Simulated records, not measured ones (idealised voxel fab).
process module | voxel gate over fins
cross-section cut | 300 nm wide | cells 5 nm
A cross-section is a grid of square cells, given in bands from the top down. A band is one or more rows of cells.
Each band's line starts with the height of the band's top and of its bottom, in nm. Then come its materials from left to right, each with its width in nm. One material with "throughout" fills the band from edge to edge. "air" is empty space.
Height 0 is the level under which the wafer as received is all one material. The lowest band goes on downwards, as in "0 down".
A width such as "30 to 40" changes by the same amount from each row of cells to the next, from the band's top row to its bottom row.
"no change" after a step means that no cell of the cross-section changed.
closed voids: empty space of 8 cells or more with no open way to the top, each as width x height at its distance from the left edge, in nm
after a step's settings: what the simulator itself notes on the step
overlay nm, on a step with a mask: how far to the right of its planned place the mask lay; to the left if negative
plan
1 op RECEIVE | material Si
2 op CONFORMAL_DEP | material SiN | thk nm 5
3 op MASKED_ETCH | tone cover | mask id FINS | width nm 15 | pitch nm 55 | etch materials SiN | depth nm 5 | overlay nm 0
4 op MASKED_ETCH | tone cover | mask id FINS | width nm 15 | pitch nm 55 | etch materials Si | depth nm 40 | overlay nm 0
5 op OXIDIZE | depth nm 5
6 op FILL_DEP | material SiO2 | thk nm 10
7 op CMP | height nm 5
8 op DIRECTIONAL_DEP | material aC | thk nm 10
9 op PATTERN | tone open | mask id RAIL | material resist | width nm 15 | thk nm 25 | overlay nm 0
10 op DIRECTIONAL_ETCH | etch materials aC | depth nm 10
11 op STRIP | etch materials resist
12 op DIRECTIONAL_ETCH | etch materials SiO2 | depth nm 40
13 op STRIP | etch materials aC
14 op CONFORMAL_DEP | material TiN | thk nm 5
15 op FILL_DEP | material W | thk nm 10
16 op CMP | height nm 5
17 op SELECTIVE_ETCH | etch materials W Ru TiN | depth nm 25
18 op FILL_DEP | material SiO2 | thk nm 5
19 op CMP | height nm 5
20 op SELECTIVE_ETCH | etch materials SiO2 | depth nm 15
21 op STRIP | etch materials SiN
22 op CONFORMAL_DEP | material HfO2 | thk nm 5
23 op CONFORMAL_DEP | material TiN | thk nm 5
24 op CONFORMAL_DEP | material TiAl | thk nm 5
25 op CONFORMAL_DEP | material TiN | thk nm 5
26 op FILL_DEP | material W | thk nm 15
27 op CMP | height nm 30
28 op CONFORMAL_DEP | material SiN | thk nm 5
as received, after step 1
  0 down: Si throughout
  closed voids: none
first wafer at the end, as planned
  35 to 30: SiN throughout
  30 to 20: W throughout
  20 to 15: W 45 | TiN 45 | W 10 | TiN 45 | W 10 | TiN 45 | W 10 | TiN 45 | W 45
  15 to 10: W 45 | TiN 5 | TiAl 35 | TiN 5 | W 10 | TiN 5 | TiAl 35 | TiN 5 | W 10 | TiN 5 | TiAl 35 | TiN 5 | W 10 | TiN 5 | TiAl 35 | TiN 5 | W 45
  10 to 5: TiN 50 | TiAl 5 | TiN 25 | TiAl 5 | TiN 20 | TiAl 5 | TiN 25 | TiAl 5 | TiN 20 | TiAl 5 | TiN 25 | TiAl 5 | TiN 20 | TiAl 5 | TiN 25 | TiAl 5 | TiN 50
  5 to 0: TiAl 55 | TiN 5 | HfO2 15 | TiN 5 | TiAl 30 | TiN 5 | HfO2 15 | TiN 5 | TiAl 30 | TiN 5 | HfO2 15 | TiN 5 | TiAl 30 | TiN 5 | HfO2 15 | TiN 5 | TiAl 55
  0 to -5: TiN 60 | HfO2 5 | Si 5 | HfO2 5 | TiN 40 | HfO2 5 | Si 5 | HfO2 5 | TiN 40 | HfO2 5 | Si 5 | HfO2 5 | TiN 40 | HfO2 5 | Si 5 | HfO2 5 | TiN 60
  -5 to -10: HfO2 65 | Si 5 | HfO2 50 | Si 5 | HfO2 50 | Si 5 | HfO2 50 | Si 5 | HfO2 65
  -10 to -20: SiO2 65 | Si 5 | SiO2 50 | Si 5 | SiO2 50 | Si 5 | SiO2 50 | Si 5 | SiO2 65
  -20 to -30: SiO2 65 | Si 5 | SiO2 15 | TiN 5 | W 5 | TiN 5 | SiO2 20 | Si 5 | SiO2 50 | Si 5 | SiO2 50 | Si 5 | SiO2 65
  -30 to -35: SiO2 65 | Si 5 | SiO2 15 | TiN 15 | SiO2 20 | Si 5 | SiO2 50 | Si 5 | SiO2 50 | Si 5 | SiO2 65
  -35 to -45: SiO2 65 | Si 5 | SiO2 50 | Si 5 | SiO2 50 | Si 5 | SiO2 50 | Si 5 | SiO2 65
  -45 down: Si throughout
  closed voids: none
second wafer at the end: like start, like plan, one mistake
  35 to 20: W throughout
  20 to 15: W 45 | TiN 45 | W 10 | TiN 45 | W 10 | TiN 45 | W 10 | TiN 45 | W 45
  15 to 10: W 45 | TiN 5 | TiAl 35 | TiN 5 | W 10 | TiN 5 | TiAl 35 | TiN 5 | W 10 | TiN 5 | TiAl 35 | TiN 5 | W 10 | TiN 5 | TiAl 35 | TiN 5 | W 45
  10 to 5: TiN 50 | TiAl 5 | TiN 25 | TiAl 5 | TiN 20 | TiAl 5 | TiN 25 | TiAl 5 | TiN 20 | TiAl 5 | TiN 25 | TiAl 5 | TiN 20 | TiAl 5 | TiN 25 | TiAl 5 | TiN 50
  5 to 0: TiAl 55 | TiN 5 | HfO2 15 | TiN 5 | TiAl 30 | TiN 5 | HfO2 15 | TiN 5 | TiAl 30 | TiN 5 | HfO2 15 | TiN 5 | TiAl 30 | TiN 5 | HfO2 15 | TiN 5 | TiAl 55
  0 to -5: TiN 60 | HfO2 5 | Si 5 | HfO2 5 | TiN 40 | HfO2 5 | Si 5 | HfO2 5 | TiN 40 | HfO2 5 | Si 5 | HfO2 5 | TiN 40 | HfO2 5 | Si 5 | HfO2 5 | TiN 60
  -5 to -10: HfO2 65 | Si 5 | HfO2 50 | Si 5 | HfO2 50 | Si 5 | HfO2 50 | Si 5 | HfO2 65
  -10 to -20: SiO2 65 | Si 5 | SiO2 50 | Si 5 | SiO2 50 | Si 5 | SiO2 50 | Si 5 | SiO2 65
  -20 to -30: SiO2 65 | Si 5 | SiO2 15 | TiN 5 | W 5 | TiN 5 | SiO2 20 | Si 5 | SiO2 50 | Si 5 | SiO2 50 | Si 5 | SiO2 65
  -30 to -35: SiO2 65 | Si 5 | SiO2 15 | TiN 15 | SiO2 20 | Si 5 | SiO2 50 | Si 5 | SiO2 50 | Si 5 | SiO2 65
  -35 to -45: SiO2 65 | Si 5 | SiO2 50 | Si 5 | SiO2 50 | Si 5 | SiO2 50 | Si 5 | SiO2 65
  -45 down: Si throughout
  closed voids: none
what went wrong: step 28 ran as: op CONFORMAL_DEP | material W | thk nm 5
at the end the second wafer has, in cells: 60 fewer of SiN | 60 more of W
